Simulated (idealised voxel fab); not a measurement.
Process module name: voxel air gaps
Cross-section cut: width 285 nm, square cells of 5 nm.
In this document a cross-section is written as a grid of square cells. It is given as a series of bands, listed from the top down, and a band is one or more rows of cells.
Read a band's entry like this: the first values are the height of its top and the height of its bottom in nm, and what follows is the sequence of materials from left to right, each with its width in nm. Note that "air" is empty space, and that a single material marked "edge to edge" reaches across the band from edge to edge.
A quick word on heights: they are counted from 0, and under that level the wafer as it came to us is one material throughout. The lowest band is different from the rest in having no bottom; it simply continues downward, written as in "from 0 down".
When a width is written as two numbers, as in "30..40", the first number is the width in the top row of cells of the band and the second is the width in its bottom row, and the width changes by the same amount from each row to the next.
What does "everything unchanged" mean for a step? It means no cell of the cross-section changed in that step.
Under "Fully sealed cavities" you'll find the enclosed gaps, the ones with no way out to the top, that are 8 cells or bigger; each reads width x height at distance, with distance counted from the left edge, everything in nm.
Formally, on a step line, whatever follows the settings is a remark that the simulator itself makes on the step.
overlay nm: mask offset rightward from planned place, masked step; negative means leftward offset.
### Process steps - plan
| 1 | RECEIVE,material Si |
| 2 | CONFORMAL_DEP,material SiO2,thk nm 10 |
| 3 | CONFORMAL_DEP,material SiN,thk nm 5 |
| 4 | DIRECTIONAL_DEP,material SiO2,thk nm 40 |
| 5 | DIRECTIONAL_DEP,material aC,thk nm 10 |
| 6 | PATTERN,tone open,mask id LINES,material resist,width nm 25,pitch nm 50,thk nm 30,overlay nm -15 |
| 7 | DIRECTIONAL_ETCH,etch materials aC,depth nm 10 |
| 8 | STRIP,etch materials resist |
| 9 | DIRECTIONAL_ETCH,etch materials SiO2,depth nm 40 |
| 10 | STRIP,etch materials aC |
| 11 | CONFORMAL_DEP,material TiN,thk nm 5 |
| 12 | FILL_DEP,material W,thk nm 10 |
| 13 | CMP,height nm 55 |
| 14 | EPI,material Ru,thk nm 10 |
| 15 | SELECTIVE_ETCH,etch materials SiO2,depth nm 50 |
| 16 | CONFORMAL_DEP,material SiN,thk nm 5 |
Wafer-to-wafer difference: overlay nm, step 6. Common start. Plan = first wafer's value.
### Received condition of the first of several wafers, sectioned: post-step 1
    from 0 down  Si edge to edge
    Fully sealed cavities: none
### Per wafer (row), end of module: delta in cells per material since receipt, (+) for gained, (-) for lost; closed voids after that
overlay nm -15, +54 Ru, +190 SiN, +114 SiO2, +57 TiN, +63 W, Fully sealed cavities: 15 x 30 at 95; 15 x 30 at 145
overlay nm -10, +54 Ru, +190 SiN, +114 SiO2, +57 TiN, +63 W, Fully sealed cavities: 15 x 30 at 100; 15 x 30 at 150
overlay nm -5, +54 Ru, +190 SiN, +114 SiO2, +57 TiN, +63 W, Fully sealed cavities: 15 x 30 at 105; 15 x 30 at 155
overlay nm 0, +54 Ru, +190 SiN, +114 SiO2, +57 TiN, +63 W, Fully sealed cavities: 15 x 30 at 110; 15 x 30 at 160
overlay nm 5, +54 Ru, +190 SiN, +114 SiO2, +57 TiN, +63 W, Fully sealed cavities: 15 x 30 at 115; 15 x 30 at 165
overlay nm 10, +54 Ru, +190 SiN, +114 SiO2, +57 TiN, +63 W, Fully sealed cavities: 15 x 30 at 120; 15 x 30 at 170
overlay nm 15, +54 Ru, +190 SiN, +114 SiO2, +57 TiN, +63 W, Fully sealed cavities: 15 x 30 at 125; 15 x 30 at 175
